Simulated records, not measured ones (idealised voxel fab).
process module | voxel capacitor over wiring
cross-section cut | 205 nm wide | cells 5 nm
A cross-section is a grid of square cells, given in bands from the top down. A band is one or more rows of cells.
Each band's line starts with the height of the band's top and of its bottom, in nm. Then come its materials from left to right, each with its width in nm. One material with "throughout" fills the band from edge to edge. "air" is empty space.
Height 0 is the level under which the wafer as received is all one material. The lowest band goes on downwards, as in "0 down".
A width such as "30 to 40" changes by the same amount from each row of cells to the next, from the band's top row to its bottom row.
"no change" after a step means that no cell of the cross-section changed.
closed voids: empty space of 8 cells or more with no open way to the top, each as width x height at its distance from the left edge, in nm
after a step's settings: what the simulator itself notes on the step
overlay nm, on a step with a mask: how far to the right of its planned place the mask lay; to the left if negative
plan
1 op RECEIVE | material Si
2 op CONFORMAL_DEP | material SiO2 | thk nm 10
3 op CONFORMAL_DEP | material SiCN | thk nm 5
4 op DIRECTIONAL_DEP | material SiO2 | thk nm 25
5 op PATTERN | tone open | mask id METAL_1 | material resist | width nm 20 | pitch nm 85 | thk nm 15 | overlay nm 0
6 op DIRECTIONAL_ETCH | etch materials SiO2 | depth nm 25
7 op DIRECTIONAL_ETCH | etch materials SiCN | depth nm 5
8 op STRIP | etch materials resist
9 op CONFORMAL_DEP | material TiN | thk nm 5
10 op FILL_DEP | material Cu | thk nm 10
11 op CMP | height nm 40
12 op CONFORMAL_DEP | material SiCN | thk nm 5
13 op DIRECTIONAL_DEP | material SiO2 | thk nm 20
14 op DIRECTIONAL_DEP | material aC | thk nm 15
15 op PATTERN | tone open | mask id PLUG_1 | material resist | width nm 15 | thk nm 30 | overlay nm 0
16 op DIRECTIONAL_ETCH | etch materials aC | depth nm 15
17 op STRIP | etch materials resist
18 op DIRECTIONAL_ETCH | etch materials SiO2 | depth nm 20
19 op DIRECTIONAL_ETCH | etch materials SiCN | depth nm 5
20 op STRIP | etch materials aC
21 op EPI | material Ru | thk nm 10
22 op EPI | material Ru | thk nm 10
23 op EPI | material Ru | thk nm 5
24 op DIRECTIONAL_DEP | material TiN | thk nm 5
25 op DIRECTIONAL_DEP | material Al2O3 | thk nm 5
26 op DIRECTIONAL_DEP | material TiN | thk nm 5
27 op MASKED_ETCH | tone cover | mask id UPPER_PLATE | width nm 70 | etch materials TiN | depth nm 5 | overlay nm 0
28 op MASKED_ETCH | tone cover | mask id UPPER_PLATE | width nm 70 | etch materials Al2O3 | depth nm 5 | overlay nm 0
29 op MASKED_ETCH | tone cover | mask id LOWER_PLATE | width nm 80 | etch materials TiN | depth nm 5 | overlay nm 0
30 op FILL_DEP | material SiO2 | thk nm 15
31 op CMP | height nm 90
32 op DIRECTIONAL_DEP | material aC | thk nm 15
33 op PATTERN | tone open | mask id PLUG_2 | material resist | width nm 15 | thk nm 35 | overlay nm 0
34 op DIRECTIONAL_ETCH | etch materials aC | depth nm 15
35 op STRIP | etch materials resist
36 op DIRECTIONAL_ETCH | etch materials SiO2 | depth nm 10
37 op STRIP | etch materials aC
38 op CONFORMAL_DEP | material TiN | thk nm 5
39 op FILL_DEP | material Cu | thk nm 5
40 op CMP | height nm 90
41 op CONFORMAL_DEP | material SiCN | thk nm 5
first wafer, as planned
as received, after step 1
  0 down: Si throughout
  closed voids: none
after step 2
  10 to 0: SiO2 throughout
  below 0: unchanged
after step 3
  15 to 10: SiCN throughout
  below 10: unchanged
after step 4
  40 to 15: SiO2 throughout
  below 15: unchanged
after step 5
  55 to 40: resist 50 | air 20 | resist 65 | air 20 | resist 50
  below 40: unchanged
after step 6
  55 to 40: resist 50 | air 20 | resist 65 | air 20 | resist 50
  40 to 15: SiO2 50 | air 20 | SiO2 65 | air 20 | SiO2 50
  below 15: unchanged
after step 7
  55 to 40: resist 50 | air 20 | resist 65 | air 20 | resist 50
  40 to 15: SiO2 50 | air 20 | SiO2 65 | air 20 | SiO2 50
  15 to 10: SiCN 50 | air 20 | SiCN 65 | air 20 | SiCN 50
  below 10: unchanged
after step 8
  40 to 15: SiO2 50 | air 20 | SiO2 65 | air 20 | SiO2 50
  below 15: unchanged
after step 9
  45 to 40: TiN 55 | air 10 | TiN 75 | air 10 | TiN 55
  40 to 15: SiO2 50 | TiN 5 | air 10 | TiN 5 | SiO2 65 | TiN 5 | air 10 | TiN 5 | SiO2 50
  15 to 10: SiCN 50 | TiN 20 | SiCN 65 | TiN 20 | SiCN 50
  below 10: unchanged
after step 10
  55 to 45: Cu throughout
  45 to 40: TiN 55 | Cu 10 | TiN 75 | Cu 10 | TiN 55
  40 to 15: SiO2 50 | TiN 5 | Cu 10 | TiN 5 | SiO2 65 | TiN 5 | Cu 10 | TiN 5 | SiO2 50
  below 15: unchanged
after step 11
  40 to 15: SiO2 50 | TiN 5 | Cu 10 | TiN 5 | SiO2 65 | TiN 5 | Cu 10 | TiN 5 | SiO2 50
  below 15: unchanged
after step 12
  45 to 40: SiCN throughout
  below 40: unchanged
after step 13
  65 to 45: SiO2 throughout
  below 45: unchanged
after step 14
  80 to 65: aC throughout
  below 65: unchanged
after step 15
  110 to 80: resist 55 | air 15 | resist 135
  below 80: unchanged
after step 16
  95 to 80: resist 55 | air 15 | resist 135
  80 to 65: aC 55 | air 15 | aC 135
  below 65: unchanged
after step 17
  80 to 65: aC 55 | air 15 | aC 135
  below 65: unchanged
after step 18
  80 to 65: aC 55 | air 15 | aC 135
  65 to 45: SiO2 55 | air 15 | SiO2 135
  below 45: unchanged
after step 19
  80 to 65: aC 55 | air 15 | aC 135
  65 to 45: SiO2 55 | air 15 | SiO2 135
  45 to 40: SiCN 55 | air 15 | SiCN 135
  below 40: unchanged
after step 20
  65 to 45: SiO2 55 | air 15 | SiO2 135
  below 45: unchanged
after step 21
  65 to 50: SiO2 55 | air 15 | SiO2 135
  50 to 45: SiO2 55 | Ru 15 | SiO2 135
  45 to 40: SiCN 55 | Ru 15 | SiCN 135
  below 40: unchanged
after step 22
  65 to 60: SiO2 55 | air 15 | SiO2 135
  60 to 45: SiO2 55 | Ru 15 | SiO2 135
  below 45: unchanged
after step 23
  65 to 45: SiO2 55 | Ru 15 | SiO2 135
  below 45: unchanged
after step 24
  70 to 65: TiN throughout
  below 65: unchanged
after step 25
  75 to 70: Al2O3 throughout
  below 70: unchanged
after step 26
  80 to 75: TiN throughout
  below 75: unchanged
after step 27
  80 to 75: air 55 | TiN 70 | air 80
  below 75: unchanged
after step 28
  80 to 75: air 55 | TiN 70 | air 80
  75 to 70: air 55 | Al2O3 70 | air 80
  below 70: unchanged
after step 29
  80 to 75: air 55 | TiN 70 | air 80
  75 to 70: air 55 | Al2O3 70 | air 80
  70 to 65: air 50 | TiN 80 | air 75
  below 65: unchanged
after step 30
  95 to 80: SiO2 throughout
  80 to 75: SiO2 55 | TiN 70 | SiO2 80
  75 to 70: SiO2 55 | Al2O3 70 | SiO2 80
  70 to 65: SiO2 50 | TiN 80 | SiO2 75
  below 65: unchanged
after step 31
  90 to 80: SiO2 throughout
  below 80: unchanged
after step 32
  105 to 90: aC throughout
  below 90: unchanged
after step 33
  140 to 105: resist 65 | air 15 | resist 125
  below 105: unchanged
after step 34
  125 to 105: resist 65 | air 15 | resist 125
  105 to 90: aC 65 | air 15 | aC 125
  below 90: unchanged
after step 35
  105 to 90: aC 65 | air 15 | aC 125
  below 90: unchanged
after step 36
  105 to 90: aC 65 | air 15 | aC 125
  90 to 80: SiO2 65 | air 15 | SiO2 125
  below 80: unchanged
after step 37
  90 to 80: SiO2 65 | air 15 | SiO2 125
  below 80: unchanged
after step 38
  95 to 90: TiN 70 | air 5 | TiN 130
  90 to 85: SiO2 65 | TiN 5 | air 5 | TiN 5 | SiO2 125
  85 to 75: SiO2 65 to 55 | TiN 15 to 70 | SiO2 125 to 80
  below 75: unchanged
after step 39
  100 to 95: Cu throughout
  95 to 90: TiN 70 | Cu 5 | TiN 130
  90 to 85: SiO2 65 | TiN 5 | Cu 5 | TiN 5 | SiO2 125
  below 85: unchanged
after step 40
  90 to 85: SiO2 65 | TiN 5 | Cu 5 | TiN 5 | SiO2 125
  below 85: unchanged
after step 41
  95 to 90: SiCN throughout
  below 90: unchanged
second wafer: like start, like plan, one mistake. Through step 23 it matches the first wafer
when step 24 should have ended
  70 to 65: SiCN throughout
  below 65: unchanged
when step 25 should have ended
  75 to 70: Al2O3 throughout
  below 70: unchanged
when step 26 should have ended
  80 to 75: TiN throughout
  below 75: unchanged
when step 27 should have ended
  80 to 75: air 55 | TiN 70 | air 80
  below 75: unchanged
when step 28 should have ended
  80 to 75: air 55 | TiN 70 | air 80
  75 to 70: air 55 | Al2O3 70 | air 80
  below 70: unchanged
when step 29 should have ended: no change
when step 30 should have ended
  95 to 80: SiO2 throughout
  80 to 75: SiO2 55 | TiN 70 | SiO2 80
  75 to 70: SiO2 55 | Al2O3 70 | SiO2 80
  below 70: unchanged
when step 31 should have ended
  90 to 80: SiO2 throughout
  below 80: unchanged
when step 32 should have ended
  105 to 90: aC throughout
  below 90: unchanged
when step 33 should have ended
  140 to 105: resist 65 | air 15 | resist 125
  below 105: unchanged
when step 34 should have ended
  125 to 105: resist 65 | air 15 | resist 125
  105 to 90: aC 65 | air 15 | aC 125
  below 90: unchanged
when step 35 should have ended
  105 to 90: aC 65 | air 15 | aC 125
  below 90: unchanged
when step 36 should have ended
  105 to 90: aC 65 | air 15 | aC 125
  90 to 80: SiO2 65 | air 15 | SiO2 125
  below 80: unchanged
when step 37 should have ended
  90 to 80: SiO2 65 | air 15 | SiO2 125
  below 80: unchanged
when step 38 should have ended
  95 to 90: TiN 70 | air 5 | TiN 130
  90 to 85: SiO2 65 | TiN 5 | air 5 | TiN 5 | SiO2 125
  85 to 75: SiO2 65 to 55 | TiN 15 to 70 | SiO2 125 to 80
  below 75: unchanged
when step 39 should have ended
  100 to 95: Cu throughout
  95 to 90: TiN 70 | Cu 5 | TiN 130
  90 to 85: SiO2 65 | TiN 5 | Cu 5 | TiN 5 | SiO2 125
  below 85: unchanged
when step 40 should have ended
  90 to 85: SiO2 65 | TiN 5 | Cu 5 | TiN 5 | SiO2 125
  below 85: unchanged
when step 41 should have ended
  95 to 90: SiCN throughout
  below 90: unchanged
what went wrong: step 24 ran as: op DIRECTIONAL_DEP | material SiCN | thk nm 5
at the end the second wafer has, in cells: 41 more of SiCN | 25 fewer of SiO2 | 16 fewer of TiN
